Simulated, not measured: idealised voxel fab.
Documented hereafter: the process module known as voxel self aligned contacts.
Cross-section cut: width 230 nm, square cells of 5 nm.
Reading order for cross-sections: top band down to bottom band. Underlying form: a grid of square cells. Band size: one or more rows of cells.
Per band: top height and bottom height in nm, followed by the left-to-right materials and their widths in nm; "full width" marks a single material spanning edge to edge, "blank" marks empty space.
Heights are reckoned from 0. Under this level, the received wafer is all of one material. The bottommost band is open-ended downward, for example "0..down".
It should be noted that a width expressed as "30 to 40" varies in equal increments from row to row of cells within the band, taking the value of the first number at the top row and that of the second number at the bottom row.
What does "identical to before" mean for a step? It means no cell of the cross-section changed in that step.
Under "Sealed cavities" you'll find the enclosed gaps, the ones with no way out to the top, that are 8 cells or bigger; each reads width x height at distance, with distance counted from the left edge, everything in nm.
Read whatever lies past the settings on a step's line as the simulator's own remark about the step.
"overlay nm", when on a step's line for a step with a mask, measures how far to the right of its planned place the mask lay; a negative measure means to the left.
### Process steps - plan
1) RECEIVE,material Si
2) CONFORMAL_DEP,material SiO2,thk nm 5
3) DIRECTIONAL_DEP,material polySi,thk nm 25
4) DIRECTIONAL_DEP,material SiN,thk nm 15
5) DIRECTIONAL_DEP,material aC,thk nm 10
6) PATTERN,tone cover,mask id GATE,material resist,width nm 35,pitch nm 60,thk nm 25,overlay nm 0
7) DIRECTIONAL_ETCH,etch materials aC,depth nm 10
8) STRIP,etch materials resist
9) DIRECTIONAL_ETCH,etch materials SiN,depth nm 15
10) DIRECTIONAL_ETCH,etch materials polySi,depth nm 25
11) STRIP,etch materials aC
12) CONFORMAL_DEP,material SiN,thk nm 5
13) DIRECTIONAL_ETCH,etch materials SiN,depth nm 5
14) FILL_DEP,material SiO2,thk nm 20
15) CMP,height nm 55
16) PATTERN,tone open,mask id CONTACT,material resist,width nm 35,pitch nm 60,thk nm 15,overlay nm 0
17) DIRECTIONAL_ETCH,etch materials SiO2,depth nm 55
18) STRIP,etch materials resist
19) CONFORMAL_DEP,material TiN,thk nm 5
20) FILL_DEP,material Ru,thk nm 5
21) CMP,height nm 55
22) CONFORMAL_DEP,material SiN,thk nm 5
### Received-state cross-section, reflecting completion of step 1
- 0..down | Si full width
- Sealed cavities: none
### The cross-section shown corresponds to the wafer at the conclusion of the module. The initial structure and the process plan are those presented above; however, one mistake occurred in executing the plan
- 60..55 | SiN full width
- 55..50 | SiO2 65 / TiN 5 / Ru 25 / TiN 5 / SiO2 25 / TiN 5 / Ru 25 / TiN 5 / SiO2 70
- 50..45 | SiO2 65 / TiN 35 / SiO2 25 / TiN 35 / SiO2 70
- 45..30 | SiO2 30 / SiN 50 / TiN 10 / SiN 50 / TiN 10 / SiN 50 / SiO2 30
- 30..5 | SiO2 30 / SiN 5 / polySi 40 / SiN 5 / TiN 10 / SiN 5 / polySi 40 / SiN 5 / TiN 10 / SiN 5 / polySi 40 / SiN 5 / SiO2 30
- 5..0 | SiO2 80 / TiN 10 / SiO2 50 / TiN 10 / SiO2 80
- 0..down | Si full width
- Sealed cavities: none
What went wrong in running the wafer? step 6 did not happen as planned, as run it was PATTERN,tone cover,mask id GATE,material resist,width nm 40,pitch nm 60,thk nm 25,overlay nm 0
